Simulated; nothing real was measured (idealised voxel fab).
Process module name: voxel self aligned contacts
The width of the displayed cross-section, cut, is 210 nm; its cells are square, with a size of 5 nm.
Cross-section, as written here: a square-cell grid given band by band from the top down, where a band holds one or more rows of cells.
Band: top and bottom heights (nm) first, top before bottom; then materials from left to right, widths in nm. "all across" marks a sole material filling the band edge to edge. "blank" denotes empty space.
All heights in this document are referenced to 0, defined as the level beneath which the wafer, as received, consists entirely of one material. The lowest band is not bounded below; it extends indefinitely downward and is written in the form "0 and below".
With a width like "30 to 40", each row of cells in the band differs from the next by the same amount, the top row carrying the first number and the bottom row the second.
The cross-section has no changed cell in any step marked "nothing altered".
"Catalogued sealed voids" enumerates empty spaces isolated from the top, with no open way to it, that contain at least 8 cells, giving each as width x height at distance from the left edge, all three in nm.
Step line, after settings: the simulator's comment on this step.
The optional step-line setting "overlay nm" applies to steps with a mask and quantifies how far to the right of its planned location the mask lay, a negative value indicating leftward placement.

[Process steps (planned)]
1,RECEIVE with material Si
2,OXIDIZE with depth nm 5
3,DIRECTIONAL_DEP with material polySi, thk nm 25
4,DIRECTIONAL_DEP with material SiN, thk nm 20
5,PATTERN with tone cover, mask id GATE, material resist, width nm 30, pitch nm 55, thk nm 15, overlay nm 0
6,DIRECTIONAL_ETCH with etch materials SiN, depth nm 20
7,DIRECTIONAL_ETCH with etch materials polySi, depth nm 25
8,STRIP with etch materials resist
9,CONFORMAL_DEP with material SiN, thk nm 5
10,DIRECTIONAL_ETCH with etch materials SiN, depth nm 5
11,FILL_DEP with material SiO2, thk nm 15
12,CMP with height nm 55
13,PATTERN with tone open, mask id CONTACT, material resist, width nm 35, pitch nm 55, thk nm 15, overlay nm 0
14,DIRECTIONAL_ETCH with etch materials SiO2, depth nm 60
15,STRIP with etch materials resist
16,CONFORMAL_DEP with material TiN, thk nm 5
17,FILL_DEP with material W, thk nm 10
18,CMP with height nm 55
19,CONFORMAL_DEP with material SiCN, thk nm 5

[What follows covers the first of two wafers; it ran as planned]

[Cross-sectional view of the wafer in its as-received condition, corresponding to the state after step 1]
* 0 and below  Si all across
* Catalogued sealed voids: none

[Once step 2 is through, the wafer looks like this in cross-section]
* 0 down to -5  SiO2 all across
* Below a height of -5, the structure has not been altered.

[Once step 3 is through, the wafer looks like this in cross-section]
* 25 down to 0  polySi all across
* Below a height of 0, the structure has not been altered.

[Once step 4 is through, the wafer looks like this in cross-section]
* 45 down to 25  SiN all across
* Below a height of 25, the structure has not been altered.

[Once step 5 is through, the wafer looks like this in cross-section]
* 60 down to 45  35 blank, 30 resist, 25 blank, 30 resist, 25 blank, 30 resist, 35 blank
* Below a height of 45, the structure has not been altered.

[Once step 6 is through, the wafer looks like this in cross-section]
* 60 down to 45  35 blank, 30 resist, 25 blank, 30 resist, 25 blank, 30 resist, 35 blank
* 45 down to 25  35 blank, 30 SiN, 25 blank, 30 SiN, 25 blank, 30 SiN, 35 blank
* Below a height of 25, the structure has not been altered.

[Once step 7 is through, the wafer looks like this in cross-section]
* 60 down to 45  35 blank, 30 resist, 25 blank, 30 resist, 25 blank, 30 resist, 35 blank
* 45 down to 25  35 blank, 30 SiN, 25 blank, 30 SiN, 25 blank, 30 SiN, 35 blank
* 25 down to 0  35 blank, 30 polySi, 25 blank, 30 polySi, 25 blank, 30 polySi, 35 blank
* Below a height of 0, the structure has not been altered.

[Once step 8 is through, the wafer looks like this in cross-section]
* 45 down to 25  35 blank, 30 SiN, 25 blank, 30 SiN, 25 blank, 30 SiN, 35 blank
* Below a height of 25, the structure has not been altered.

[Once step 9 is through, the wafer looks like this in cross-section]
* 50 down to 25  30 blank, 40 SiN, 15 blank, 40 SiN, 15 blank, 40 SiN, 30 blank
* 25 down to 5  30 blank, 5 SiN, 30 polySi, 5 SiN, 15 blank, 5 SiN, 30 polySi, 5 SiN, 15 blank, 5 SiN, 30 polySi, 5 SiN, 30 blank
* 5 down to 0  35 SiN, 30 polySi, 25 SiN, 30 polySi, 25 SiN, 30 polySi, 35 SiN
* Below a height of 0, the structure has not been altered.

[Once step 10 is through, the wafer looks like this in cross-section]
* 45 down to 25  30 blank, 40 SiN, 15 blank, 40 SiN, 15 blank, 40 SiN, 30 blank
* 25 down to 0  30 blank, 5 SiN, 30 polySi, 5 SiN, 15 blank, 5 SiN, 30 polySi, 5 SiN, 15 blank, 5 SiN, 30 polySi, 5 SiN, 30 blank
* Below a height of 0, the structure has not been altered.

[Once step 11 is through, the wafer looks like this in cross-section]
* 60 down to 45  SiO2 all across
* 45 down to 25  30 SiO2, 40 SiN, 15 SiO2, 40 SiN, 15 SiO2, 40 SiN, 30 SiO2
* 25 down to 0  30 SiO2, 5 SiN, 30 polySi, 5 SiN, 15 SiO2, 5 SiN, 30 polySi, 5 SiN, 15 SiO2, 5 SiN, 30 polySi, 5 SiN, 30 SiO2
* Below a height of 0, the structure has not been altered.

[Once step 12 is through, the wafer looks like this in cross-section]
* 55 down to 45  SiO2 all across
* Below a height of 45, the structure has not been altered.

[Once step 13 is through, the wafer looks like this in cross-section]
* 70 down to 55  60 resist, 35 blank, 20 resist, 35 blank, 60 resist
* Below a height of 55, the structure has not been altered.

[Once step 14 is through, the wafer looks like this in cross-section]
* 70 down to 55  60 resist, 35 blank, 20 resist, 35 blank, 60 resist
* 55 down to 45  60 SiO2, 35 blank, 20 SiO2, 35 blank, 60 SiO2
* 45 down to 25  30 SiO2, 40 SiN, 15 blank, 40 SiN, 15 blank, 40 SiN, 30 SiO2
* 25 down to 0  30 SiO2, 5 SiN, 30 polySi, 5 SiN, 15 blank, 5 SiN, 30 polySi, 5 SiN, 15 blank, 5 SiN, 30 polySi, 5 SiN, 30 SiO2
* 0 down to -5  70 SiO2, 15 blank, 40 SiO2, 15 blank, 70 SiO2
* Below a height of -5, the structure has not been altered.

[Once step 15 is through, the wafer looks like this in cross-section]
* 55 down to 45  60 SiO2, 35 blank, 20 SiO2, 35 blank, 60 SiO2
* Below a height of 45, the structure has not been altered.

[Once step 16 is through, the wafer looks like this in cross-section]
* 60 down to 55  65 TiN, 25 blank, 30 TiN, 25 blank, 65 TiN
* 55 down to 45  60 SiO2, 5 to 15 TiN, 25 to 5 blank, 5 to 15 TiN, 20 SiO2, 5 to 15 TiN, 25 to 5 blank, 5 to 15 TiN, 60 SiO2
* 45 down to 25  30 SiO2, 40 SiN, 5 TiN, 5 blank, 5 TiN, 40 SiN, 5 TiN, 5 blank, 5 TiN, 40 SiN, 30 SiO2
* 25 down to 0  30 SiO2, 5 SiN, 30 polySi, 5 SiN, 5 TiN, 5 blank, 5 TiN, 5 SiN, 30 polySi, 5 SiN, 5 TiN, 5 blank, 5 TiN, 5 SiN, 30 polySi, 5 SiN, 30 SiO2
* 0 down to -5  70 SiO2, 15 TiN, 40 SiO2, 15 TiN, 70 SiO2
* Below a height of -5, the structure has not been altered.

[Once step 17 is through, the wafer looks like this in cross-section]
* 70 down to 60  W all across
* 60 down to 55  65 TiN, 25 W, 30 TiN, 25 W, 65 TiN
* 55 down to 45  60 SiO2, 5 to 15 TiN, 25 to 5 W, 5 to 15 TiN, 20 SiO2, 5 to 15 TiN, 25 to 5 W, 5 to 15 TiN, 60 SiO2
* 45 down to 25  30 SiO2, 40 SiN, 5 TiN, 5 W, 5 TiN, 40 SiN, 5 TiN, 5 W, 5 TiN, 40 SiN, 30 SiO2
* 25 down to 0  30 SiO2, 5 SiN, 30 polySi, 5 SiN, 5 TiN, 5 W, 5 TiN, 5 SiN, 30 polySi, 5 SiN, 5 TiN, 5 W, 5 TiN, 5 SiN, 30 polySi, 5 SiN, 30 SiO2
* Below a height of 0, the structure has not been altered.

[Once step 18 is through, the wafer looks like this in cross-section]
* 55 down to 45  60 SiO2, 5 to 15 TiN, 25 to 5 W, 5 to 15 TiN, 20 SiO2, 5 to 15 TiN, 25 to 5 W, 5 to 15 TiN, 60 SiO2
* Below a height of 45, the structure has not been altered.

[Once step 19 is through, the wafer looks like this in cross-section]
* 60 down to 55  SiCN all across
* Below a height of 55, the structure has not been altered.

[The second wafer began exactly as the first did and followed the same plan, but one mistake was made while running it; through step 12 inclusive, the two wafers are identical]

[Second wafer at the planned finish of step 13, seen in cross-section]
* 70 down to 55  50 resist, 35 blank, 20 resist, 35 blank, 70 resist
* Below a height of 55, the structure has not been altered.

[Second wafer at the planned finish of step 14, seen in cross-section]
* 70 down to 55  50 resist, 35 blank, 20 resist, 35 blank, 70 resist
* 55 down to 45  50 SiO2, 35 blank, 20 SiO2, 35 blank, 70 SiO2
* 45 down to 25  30 SiO2, 40 SiN, 15 blank, 40 SiN, 15 blank, 40 SiN, 30 SiO2
* 25 down to 0  30 SiO2, 5 SiN, 30 polySi, 5 SiN, 15 blank, 5 SiN, 30 polySi, 5 SiN, 15 blank, 5 SiN, 30 polySi, 5 SiN, 30 SiO2
* 0 down to -5  70 SiO2, 15 blank, 40 SiO2, 15 blank, 70 SiO2
* Below a height of -5, the structure has not been altered.

[Second wafer at the planned finish of step 15, seen in cross-section]
* 55 down to 45  50 SiO2, 35 blank, 20 SiO2, 35 blank, 70 SiO2
* Below a height of 45, the structure has not been altered.

[Second wafer at the planned finish of step 16, seen in cross-section]
* 60 down to 55  55 TiN, 25 blank, 30 TiN, 25 blank, 75 TiN
* 55 down to 45  50 SiO2, 5 to 25 TiN, 25 to 5 blank, 5 TiN, 20 SiO2, 5 to 25 TiN, 25 to 5 blank, 5 TiN, 70 SiO2
* 45 down to 25  30 SiO2, 40 SiN, 5 TiN, 5 blank, 5 TiN, 40 SiN, 5 TiN, 5 blank, 5 TiN, 40 SiN, 30 SiO2
* 25 down to 0  30 SiO2, 5 SiN, 30 polySi, 5 SiN, 5 TiN, 5 blank, 5 TiN, 5 SiN, 30 polySi, 5 SiN, 5 TiN, 5 blank, 5 TiN, 5 SiN, 30 polySi, 5 SiN, 30 SiO2
* 0 down to -5  70 SiO2, 15 TiN, 40 SiO2, 15 TiN, 70 SiO2
* Below a height of -5, the structure has not been altered.

[Second wafer at the planned finish of step 17, seen in cross-section]
* 70 down to 60  W all across
* 60 down to 55  55 TiN, 25 W, 30 TiN, 25 W, 75 TiN
* 55 down to 45  50 SiO2, 5 to 25 TiN, 25 to 5 W, 5 TiN, 20 SiO2, 5 to 25 TiN, 25 to 5 W, 5 TiN, 70 SiO2
* 45 down to 25  30 SiO2, 40 SiN, 5 TiN, 5 W, 5 TiN, 40 SiN, 5 TiN, 5 W, 5 TiN, 40 SiN, 30 SiO2
* 25 down to 0  30 SiO2, 5 SiN, 30 polySi, 5 SiN, 5 TiN, 5 W, 5 TiN, 5 SiN, 30 polySi, 5 SiN, 5 TiN, 5 W, 5 TiN, 5 SiN, 30 polySi, 5 SiN, 30 SiO2
* Below a height of 0, the structure has not been altered.

[Second wafer at the planned finish of step 18, seen in cross-section]
* 55 down to 45  50 SiO2, 5 to 25 TiN, 25 to 5 W, 5 TiN, 20 SiO2, 5 to 25 TiN, 25 to 5 W, 5 TiN, 70 SiO2
* Below a height of 45, the structure has not been altered.

[Second wafer at the planned finish of step 19, seen in cross-section]
* 60 down to 55  SiCN all across
* Below a height of 55, the structure has not been altered.
Deviation from plan: not per plan at step 13, really ran PATTERN with tone open, mask id CONTACT, material resist, width nm 35, pitch nm 55, thk nm 15, overlay nm -10
Final state: per-material cell counts identical on both wafers; locations differ.
